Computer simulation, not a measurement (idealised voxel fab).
The name of this process module is voxel quadruple lines.
The cross-section on display is named cut; it measures 240 nm wide, and its cells are 5 nm squares.
Cross-sections here: square-cell grids, written as top-down lists of bands, a band being one or more rows of cells. Per band: top height and bottom height in nm, followed by the left-to-right materials and their widths in nm; "all across" marks a single material spanning edge to edge, "blank" marks empty space. For the purposes of this specification, 0 denotes the height below which the wafer in its as-received condition is composed wholly of one material, and the lowermost band, lacking a lower limit, extends downward without end, as expressed in "0 and below". Note: "30->40" means the width goes from the first number (top row of the band) to the second number (bottom row) in equal steps per row of cells. For the purposes of this document, the phrase "remains unaltered" attached to a step denotes that no cell within the cross-section was modified by that step. This entry, "Fully sealed cavities", enumerates those empty regions of no fewer than 8 cells that possess no open connection to the top. Each region is reported in the form width x height at distance, the distance being taken from the left edge, with all three quantities expressed in nm. Whatever follows a step's settings on its line is a remark the simulator itself makes about that step. The optional step-line setting "overlay nm" applies to steps with a mask and quantifies how far to the right of its planned location the mask lay, a negative value indicating leftward placement.
**Steps planned for the process**
- 1: RECEIVE: material Si
- 2: CONFORMAL_DEP: material SiO2, thk nm 10
- 3: DIRECTIONAL_DEP: material TiN, thk nm 15
- 4: DIRECTIONAL_DEP: material polySi, thk nm 20
- 5: DIRECTIONAL_DEP: material aC, thk nm 20
- 6: PATTERN: tone cover, mask id MANDREL, material resist, width nm 30, thk nm 30, overlay nm 0
- 7: DIRECTIONAL_ETCH: etch materials aC, depth nm 20
- 8: STRIP: etch materials resist
- 9: CONFORMAL_DEP: material SiO2, thk nm 10
- 10: DIRECTIONAL_ETCH: etch materials SiO2, depth nm 10
- 11: STRIP: etch materials aC
- 12: DIRECTIONAL_ETCH: etch materials polySi, depth nm 20
- 13: STRIP: etch materials SiO2
- 14: CONFORMAL_DEP: material SiCN, thk nm 10
- 15: DIRECTIONAL_ETCH: etch materials SiCN, depth nm 10
- 16: STRIP: etch materials polySi
- 17: DIRECTIONAL_ETCH: etch materials TiN, depth nm 15
- 18: STRIP: etch materials SiCN
**So this is the incoming wafer in cross-section - it's already been through step 1**
* 0 and below | Si all across
* Fully sealed cavities: none
**What the wafer looks like in cross-section after this module, when it starts as shown above and follows the plan above but one mistake is made in running it**
* 25 down to 10 | blank (95), then TiN (10), then blank (10), then TiN (10), then blank (10), then TiN (10), then blank (10), then TiN (10), then blank (75)
* 10 down to 0 | SiO2 all across
* 0 and below | Si all across
* Fully sealed cavities: none
Run error: it should be noted that step 6 was executed with settings other than those planned, the operation and settings actually applied being PATTERN: tone cover, mask id MANDREL, material resist, width nm 30, thk nm 30, overlay nm 10
